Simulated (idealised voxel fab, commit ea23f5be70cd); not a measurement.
Herein follows the process module entitled voxel capacitor over wiring.
Section cut is 160 nm wide and gridded with 5 nm square cells.
When this document writes out a cross-section, it uses a grid of square cells and lists it as bands, beginning at the top and moving down, with a band standing for one or more rows of cells. Top, bottom (nm), then materials left to right with widths (nm); lone material tagged "throughout" fills the whole band edge to edge; "blank" = empty space. Height is counted from the level 0, under which the received wafer is composed throughout of one material. The lowest of the bands is not closed at the bottom but continues downward, in the notation "top 0, no bottom". Width spec "30..40" -> top row of cells at first value, bottom row at second value, equal per-row change in between. Reading "nothing altered" for a step: not a cell of the cross-section changed in it. Enclosed voids (no open way to top), threshold 8 cells or more, entry "Closed cavities", notation width x height at distance, distance from left edge, nm. Post-settings text on a step line: simulator's own remark regarding the step. Each step line may optionally specify "overlay nm", which for a step with a mask gives the rightward distance between the mask's planned place and where it lay, a negative value indicating the leftward direction.
Intended process steps:
1: RECEIVE with material Si
2: CONFORMAL_DEP with material SiO2, thk nm 10
3: DIRECTIONAL_DEP with material TiN, thk nm 5
4: DIRECTIONAL_DEP with material Ru, thk nm 15
5: PATTERN with tone cover, mask id METAL_1, material resist, width nm 25, pitch nm 95, thk nm 20, overlay nm 0
6: DIRECTIONAL_ETCH with etch materials Ru, depth nm 15
7: DIRECTIONAL_ETCH with etch materials TiN, depth nm 5
8: STRIP with etch materials resist
9: CONFORMAL_DEP with material SiCN, thk nm 5
10: FILL_DEP with material SiO2, thk nm 5
11: CMP with height nm 30
12: CONFORMAL_DEP with material SiCN, thk nm 5
13: DIRECTIONAL_DEP with material SiO2, thk nm 15
14: DIRECTIONAL_DEP with material aC, thk nm 10
15: PATTERN with tone open, mask id PLUG_1, material resist, width nm 15, thk nm 25, overlay nm 0
16: DIRECTIONAL_ETCH with etch materials aC, depth nm 10
17: STRIP with etch materials resist
18: DIRECTIONAL_ETCH with etch materials SiO2, depth nm 15
19: DIRECTIONAL_ETCH with etch materials SiCN, depth nm 5
20: STRIP with etch materials aC
21: CONFORMAL_DEP with material TiN, thk nm 5
22: FILL_DEP with material Cu, thk nm 5
23: CMP with height nm 50
24: DIRECTIONAL_DEP with material TiN, thk nm 10
25: DIRECTIONAL_DEP with material HfO2, thk nm 5
26: DIRECTIONAL_DEP with material TiN, thk nm 10
27: DIRECTIONAL_DEP with material aC, thk nm 10
28: PATTERN with tone cover, mask id UPPER_PLATE, material resist, width nm 75, thk nm 30, overlay nm 0
29: DIRECTIONAL_ETCH with etch materials aC, depth nm 10
30: STRIP with etch materials resist
31: DIRECTIONAL_ETCH with etch materials TiN, depth nm 10
32: DIRECTIONAL_ETCH with etch materials HfO2, depth nm 5
33: STRIP with etch materials aC
34: DIRECTIONAL_DEP with material aC, thk nm 10
35: PATTERN with tone cover, mask id LOWER_PLATE, material resist, width nm 85, thk nm 25, overlay nm 0
36: DIRECTIONAL_ETCH with etch materials aC, depth nm 10
37: STRIP with etch materials resist
38: DIRECTIONAL_ETCH with etch materials TiN, depth nm 10
39: STRIP with etch materials aC
40: FILL_DEP with material SiO2, thk nm 20
41: CMP with height nm 90
42: MASKED_ETCH with tone open, mask id PLUG_2, width nm 15, etch materials SiO2, depth nm 15, overlay nm 0
43: CONFORMAL_DEP with material TiN, thk nm 5
44: FILL_DEP with material Cu, thk nm 5
45: CMP with height nm 90
46: CONFORMAL_DEP with material SiN, thk nm 5
Cross-sectional view of the wafer in its as-received condition, corresponding to the state after step 1:
* top 0, no bottom: Si throughout
* Closed cavities: none
Result of the module, cross-sectioned: start per above, plan per above, one error in how it was run:
* top 95, bottom 90: SiN throughout
* top 90, bottom 80: 40 of SiO2; 5 of TiN; 5 of Cu; 5 of TiN; 105 of SiO2
* top 80, bottom 75: 40 of SiO2; 15 of TiN; 105 of SiO2
* top 75, bottom 70: 30 of SiO2; 75 of HfO2; 55 of SiO2
* top 70, bottom 60: 25 of SiO2; 85 of TiN; 50 of SiO2
* top 60, bottom 50: TiN throughout
* top 50, bottom 35: 30 of SiO2; 5 of TiN; 5 of Cu; 5 of TiN; 115 of SiO2
* top 35, bottom 30: 30 of SiCN; 15 of TiN; 115 of SiCN
* top 30, bottom 15: 15 of SiO2; 5 of SiCN; 25 of Ru; 5 of SiCN; 60 of SiO2; 5 of SiCN; 25 of Ru; 5 of SiCN; 15 of SiO2
* top 15, bottom 10: 20 of SiCN; 25 of TiN; 70 of SiCN; 25 of TiN; 20 of SiCN
* top 10, bottom 0: SiO2 throughout
* top 0, no bottom: Si throughout
* Closed cavities: none
Misprocessing identified: steps 25 and 26 swapped
